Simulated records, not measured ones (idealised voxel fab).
Module name: voxel wiring stack (process module)
Square cell edge 5 nm, section width 190 nm, ID cut.
Cross-section spec: square-cell grid; bands listed top down; each band is one or more rows.
Basically the band line says how high the top is and how high the bottom is, in nm, and then what's in it from left to right, every material with its width in nm. Empty space shows up as "air", and if a single material carries "edge to edge" it runs the full band edge to edge.
Heights are expressed relative to 0, this being the level below which the as-received wafer comprises one material exclusively. The lowest band is unbounded in the downward direction and is denoted as in "0 -> down".
Per-row width for "30..40": begins at first number (top row of band), ends at second number (bottom row), increment between rows held constant.
For the purposes of this document, the phrase "no change" attached to a step denotes that no cell within the cross-section was modified by that step.
"Closed void catalog" specifies each empty space that is not open to the top and that occupies no fewer than 8 cells, using the form width x height at distance, the distance measured from the left edge and all three quantities in nm.
That trailing text on a step's line, after the settings, is the simulator's own remark on the step.
What "overlay nm" on a step's line means: if the step has a mask, that mask lay this far to the right of its planned place, or, when the value is negative, to the left.

# Listed below are the process steps as planned
| 1 | RECEIVE: material Si |
| 2 | CONFORMAL_DEP: material SiO2, thk nm 10 |
| 3 | CONFORMAL_DEP: material SiCN, thk nm 5 |
| 4 | DIRECTIONAL_DEP: material SiO2, thk nm 25 |
| 5 | MASKED_ETCH: tone open, mask id METAL_1, width nm 30, pitch nm 55, etch materials SiO2, depth nm 25, overlay nm 0 |
| 6 | MASKED_ETCH: tone open, mask id METAL_1, width nm 30, pitch nm 55, etch materials SiCN, depth nm 5, overlay nm 0 |
| 7 | CONFORMAL_DEP: material TiN, thk nm 5 |
| 8 | FILL_DEP: material Cu, thk nm 10 |
| 9 | CMP: height nm 40 |
| 10 | EPI: material Ru, thk nm 5 |
| 11 | FILL_DEP: material SiCN, thk nm 5 |
| 12 | DIRECTIONAL_DEP: material lowk, thk nm 10 |
| 13 | MASKED_ETCH: tone open, mask id PLUG_1, width nm 15, pitch nm 55, etch materials lowk, depth nm 10, overlay nm 0 |
| 14 | MASKED_ETCH: tone open, mask id PLUG_1, width nm 15, pitch nm 55, etch materials SiCN, depth nm 5, overlay nm 0 |
| 15 | EPI: material Ru, thk nm 10 |
| 16 | EPI: material Ru, thk nm 5 |
| 17 | DIRECTIONAL_DEP: material TiN, thk nm 5 |
| 18 | DIRECTIONAL_DEP: material W, thk nm 25 |
| 19 | PATTERN: tone cover, mask id METAL_2, material resist, width nm 30, pitch nm 55, thk nm 20, overlay nm 0 |
| 20 | DIRECTIONAL_ETCH: etch materials W, depth nm 25 |
| 21 | DIRECTIONAL_ETCH: etch materials TiN, depth nm 5 |
| 22 | STRIP: etch materials resist |
| 23 | CONFORMAL_DEP: material SiCN, thk nm 5 |
| 24 | FILL_DEP: material lowk, thk nm 5 |
| 25 | CMP: height nm 90 |
| 26 | CONFORMAL_DEP: material SiCN, thk nm 5 |
| 27 | DIRECTIONAL_DEP: material lowk, thk nm 15 |
| 28 | DIRECTIONAL_DEP: material aC, thk nm 15 |
| 29 | PATTERN: tone open, mask id PLUG_2, material resist, width nm 15, thk nm 30, overlay nm 0 |
| 30 | DIRECTIONAL_ETCH: etch materials aC, depth nm 15 |
| 31 | STRIP: etch materials resist |
| 32 | DIRECTIONAL_ETCH: etch materials lowk, depth nm 15 |
| 33 | DIRECTIONAL_ETCH: etch materials SiCN, depth nm 5 |
| 34 | STRIP: etch materials aC |
| 35 | EPI: material Ru, thk nm 10 |
| 36 | EPI: material Ru, thk nm 10 |
| 37 | DIRECTIONAL_DEP: material TiN, thk nm 5 |
| 38 | DIRECTIONAL_DEP: material Ru, thk nm 15 |
| 39 | DIRECTIONAL_DEP: material aC, thk nm 15 |
| 40 | PATTERN: tone cover, mask id METAL_3, material resist, width nm 30, pitch nm 55, thk nm 30, overlay nm -15 |
| 41 | DIRECTIONAL_ETCH: etch materials aC, depth nm 15 |
| 42 | STRIP: etch materials resist |
| 43 | DIRECTIONAL_ETCH: etch materials Ru, depth nm 15 |
| 44 | DIRECTIONAL_ETCH: etch materials TiN, depth nm 5 |
| 45 | STRIP: etch materials aC |
| 46 | CONFORMAL_DEP: material SiN, thk nm 5 |
| 47 | FILL_DEP: material SiO2, thk nm 10 |
| 48 | CMP: height nm 130 |
| 49 | CONFORMAL_DEP: material SiN, thk nm 5 |
Quick note for whoever runs this: the wafers start identical, but the overlay nm at step 40 isn't the same across them. The plan just shows what the first wafer had.

# Incoming state of the first of several wafers in cross-section: after step 1
- 0 -> down: Si edge to edge
- Closed void catalog: none

# End of the module, past its last step, step 49: how the first of several wafers looks in cross-section
- 135 -> 130: SiN edge to edge
- 130 -> 115: SiO2 30 / SiN 5 / Ru 30 / SiN 5 / SiO2 15 / SiN 5 / Ru 30 / SiN 5 / SiO2 65
- 115 -> 110: SiN 35 / TiN 30 / SiN 25 / TiN 30 / SiN 70
- 110 -> 95: lowk 50 / Ru 15 / lowk 125
- 95 -> 90: SiCN 50 / Ru 15 / SiCN 125
- 90 -> 65: lowk 45 / SiCN 5 / W 30 / SiCN 5 / lowk 15 / SiCN 5 / W 30 / SiCN 5 / lowk 50
- 65 -> 60: SiCN 50 / TiN 30 / SiCN 25 / TiN 30 / SiCN 55
- 60 -> 50: lowk 50 / Ru 15 / lowk 40 / Ru 15 / lowk 70
- 50 -> 40: SiCN 50..45 / Ru 15..40 / SiCN 40..15 / Ru 15..40 / SiCN 70..50
- 40 -> 15: SiO2 50 / TiN 5 / Cu 20 / TiN 5 / SiO2 25 / TiN 5 / Cu 20 / TiN 5 / SiO2 55
- 15 -> 10: SiCN 50 / TiN 30 / SiCN 25 / TiN 30 / SiCN 55
- 10 -> 0: SiO2 edge to edge
- 0 -> down: Si edge to edge
- Closed void catalog: none

# Cross-section, last wafer, module completion
- 135 -> 130: SiN edge to edge
- 130 -> 115: SiO2 60 / SiN 5 / Ru 30 / SiN 5 / SiO2 15 / SiN 5 / Ru 30 / SiN 5 / SiO2 35
- 115 -> 110: SiN 65 / TiN 30 / SiN 25 / TiN 30 / SiN 40
- 110 -> 95: lowk 50 / Ru 15 / lowk 125
- 95 -> 90: SiCN 50 / Ru 15 / SiCN 125
- 90 -> 65: lowk 45 / SiCN 5 / W 30 / SiCN 5 / lowk 15 / SiCN 5 / W 30 / SiCN 5 / lowk 50
- 65 -> 60: SiCN 50 / TiN 30 / SiCN 25 / TiN 30 / SiCN 55
- 60 -> 50: lowk 50 / Ru 15 / lowk 40 / Ru 15 / lowk 70
- 50 -> 40: SiCN 50..45 / Ru 15..40 / SiCN 40..15 / Ru 15..40 / SiCN 70..50
- 40 -> 15: SiO2 50 / TiN 5 / Cu 20 / TiN 5 / SiO2 25 / TiN 5 / Cu 20 / TiN 5 / SiO2 55
- 15 -> 10: SiCN 50 / TiN 30 / SiCN 25 / TiN 30 / SiCN 55
- 10 -> 0: SiO2 edge to edge
- 0 -> down: Si edge to edge
- Closed void catalog: none

# Where each wafer stands at the end of the module, a row apiece: cells of each material gained (+) or lost (-) since it was received, then closed voids
overlay nm -15, +40 Cu, +82 Ru, +161 SiCN, +76 SiN, +272 SiO2, +56 TiN, +60 W, +279 lowk, Closed void catalog: none
overlay nm -10, +40 Cu, +82 Ru, +161 SiCN, +76 SiN, +272 SiO2, +56 TiN, +60 W, +279 lowk, Closed void catalog: none
overlay nm -5, +40 Cu, +82 Ru, +161 SiCN, +76 SiN, +272 SiO2, +56 TiN, +60 W, +279 lowk, Closed void catalog: none
overlay nm 0, +40 Cu, +82 Ru, +161 SiCN, +76 SiN, +272 SiO2, +56 TiN, +60 W, +279 lowk, Closed void catalog: none
overlay nm 5, +40 Cu, +82 Ru, +161 SiCN, +76 SiN, +272 SiO2, +56 TiN, +60 W, +279 lowk, Closed void catalog: none
overlay nm 10, +40 Cu, +82 Ru, +161 SiCN, +76 SiN, +272 SiO2, +56 TiN, +60 W, +279 lowk, Closed void catalog: none
overlay nm 15, +40 Cu, +82 Ru, +161 SiCN, +76 SiN, +272 SiO2, +56 TiN, +60 W, +279 lowk, Closed void catalog: none
